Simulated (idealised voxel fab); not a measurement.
You're looking at the process module voxel ribs on slabs.
Displayed cross-section: cut, width of 140 nm, square cells sized 5 nm.
This document writes a cross-section as a grid whose cells are square, and gives it as bands, listed from the top down; one or more rows of cells form a band.
Top, bottom (nm), then materials left to right with widths (nm); lone material tagged "edge to edge" fills the whole band edge to edge; "empty" = empty space.
The reference from which all heights are counted is 0, the level beneath which the as-received wafer is entirely one material; the lowest band, having no lower bound, proceeds downward and is written after the example "0..down".
The width entry "30->40" should be interpreted row by row: the top row of cells in the band takes the first number, the bottom row takes the second number, and the change between adjacent rows is uniform throughout.
"left unchanged" for a step: no cell of the cross-section changed in that step.
In the "Enclosed cavity list" entry, you get each enclosed empty space of 8 cells or more, one with no open way to the top, written width x height at distance, distance from the left edge, in nm.
Heads up: the bit after the settings on a step's line is the simulator's remark on that step.
On any step carrying a mask, the "overlay nm" setting, if present on the step's line, tells how far right of its planned place the mask lay; negative values point to the left.

[Planned process steps]
1,RECEIVE [material Si]
2,DIRECTIONAL_DEP [material SiO2] [thk nm 20]
3,DIRECTIONAL_DEP [material polySi] [thk nm 15]
4,MASKED_ETCH [tone cover] [mask id RIB] [width nm 15] [etch materials polySi] [depth nm 10] [overlay nm 0]
5,MASKED_ETCH [tone cover] [mask id SLAB] [width nm 45] [etch materials polySi] [depth nm 5] [overlay nm 0]
6,FILL_DEP [material SiO2] [thk nm 20]
7,CMP [height nm 50]
8,DIRECTIONAL_DEP [material W] [thk nm 5]
9,DIRECTIONAL_DEP [material aC] [thk nm 10]
10,PATTERN [tone cover] [mask id HEATER] [material resist] [width nm 25] [thk nm 30] [overlay nm 0]
11,DIRECTIONAL_ETCH [etch materials aC] [depth nm 10]
12,STRIP [etch materials resist]
13,DIRECTIONAL_ETCH [etch materials W] [depth nm 5]
14,STRIP [etch materials aC]
15,CONFORMAL_DEP [material SiN] [thk nm 5]

[The first of two wafers, run as planned]

[As-received state of the wafer in cross-section, equivalent to post-step 1]
0..down: Si edge to edge
Enclosed cavity list: none

[Step 2 complete: cross-section through the wafer]
20..0: SiO2 edge to edge
No changes below 0.

[Step 3 complete: cross-section through the wafer]
35..20: polySi edge to edge
No changes below 20.

[Step 4 complete: cross-section through the wafer]
35..25: empty 60 | polySi 15 | empty 65
No changes below 25.

[Step 5 complete: cross-section through the wafer]
35..25: empty 60 | polySi 15 | empty 65
25..20: empty 45 | polySi 45 | empty 50
No changes below 20.

[Step 6 complete: cross-section through the wafer]
55..35: SiO2 edge to edge
35..25: SiO2 60 | polySi 15 | SiO2 65
25..20: SiO2 45 | polySi 45 | SiO2 50
No changes below 20.

[Step 7 complete: cross-section through the wafer]
50..35: SiO2 edge to edge
No changes below 35.

[Step 8 complete: cross-section through the wafer]
55..50: W edge to edge
No changes below 50.

[Step 9 complete: cross-section through the wafer]
65..55: aC edge to edge
No changes below 55.

[Step 10 complete: cross-section through the wafer]
95..65: empty 55 | resist 25 | empty 60
No changes below 65.

[Step 11 complete: cross-section through the wafer]
85..65: empty 55 | resist 25 | empty 60
65..55: empty 55 | aC 25 | empty 60
No changes below 55.

[Step 12 complete: cross-section through the wafer]
65..55: empty 55 | aC 25 | empty 60
No changes below 55.

[Step 13 complete: cross-section through the wafer]
65..55: empty 55 | aC 25 | empty 60
55..50: empty 55 | W 25 | empty 60
No changes below 50.

[Step 14 complete: cross-section through the wafer]
55..50: empty 55 | W 25 | empty 60
No changes below 50.

[Step 15 complete: cross-section through the wafer]
60..55: empty 50 | SiN 35 | empty 55
55..50: SiN 55 | W 25 | SiN 60
No changes below 50.

[Notes, second wafer: start = first wafer's, plan = first wafer's, execution had one mistake; history identical to first through step 3]

[Look at the second wafer in cross-section at the time step 4 ought to have finished]
35..25: empty 50 | polySi 15 | empty 75
No changes below 25.

[Look at the second wafer in cross-section at the time step 5 ought to have finished]
35..25: empty 50 | polySi 15 | empty 75
25..20: empty 45 | polySi 45 | empty 50
No changes below 20.

[Look at the second wafer in cross-section at the time step 6 ought to have finished]
55..35: SiO2 edge to edge
35..25: SiO2 50 | polySi 15 | SiO2 75
25..20: SiO2 45 | polySi 45 | SiO2 50
No changes below 20.

[Look at the second wafer in cross-section at the time step 7 ought to have finished]
50..35: SiO2 edge to edge
No changes below 35.

[Look at the second wafer in cross-section at the time step 8 ought to have finished]
55..50: W edge to edge
No changes below 50.

[Look at the second wafer in cross-section at the time step 9 ought to have finished]
65..55: aC edge to edge
No changes below 55.

[Look at the second wafer in cross-section at the time step 10 ought to have finished]
95..65: empty 55 | resist 25 | empty 60
No changes below 65.

[Look at the second wafer in cross-section at the time step 11 ought to have finished]
85..65: empty 55 | resist 25 | empty 60
65..55: empty 55 | aC 25 | empty 60
No changes below 55.

[Look at the second wafer in cross-section at the time step 12 ought to have finished]
65..55: empty 55 | aC 25 | empty 60
No changes below 55.

[Look at the second wafer in cross-section at the time step 13 ought to have finished]
65..55: empty 55 | aC 25 | empty 60
55..50: empty 55 | W 25 | empty 60
No changes below 50.

[Look at the second wafer in cross-section at the time step 14 ought to have finished]
55..50: empty 55 | W 25 | empty 60
No changes below 50.

[Look at the second wafer in cross-section at the time step 15 ought to have finished]
60..55: empty 50 | SiN 35 | empty 55
55..50: SiN 55 | W 25 | SiN 60
No changes below 50.
what went wrong: step 4 ran as: MASKED_ETCH [tone cover] [mask id RIB] [width nm 15] [etch materials polySi] [depth nm 10] [overlay nm -10]
In the final comparison it is observed that the number of cells assigned to each material is identical for the two wafers, whereas their placement is not.
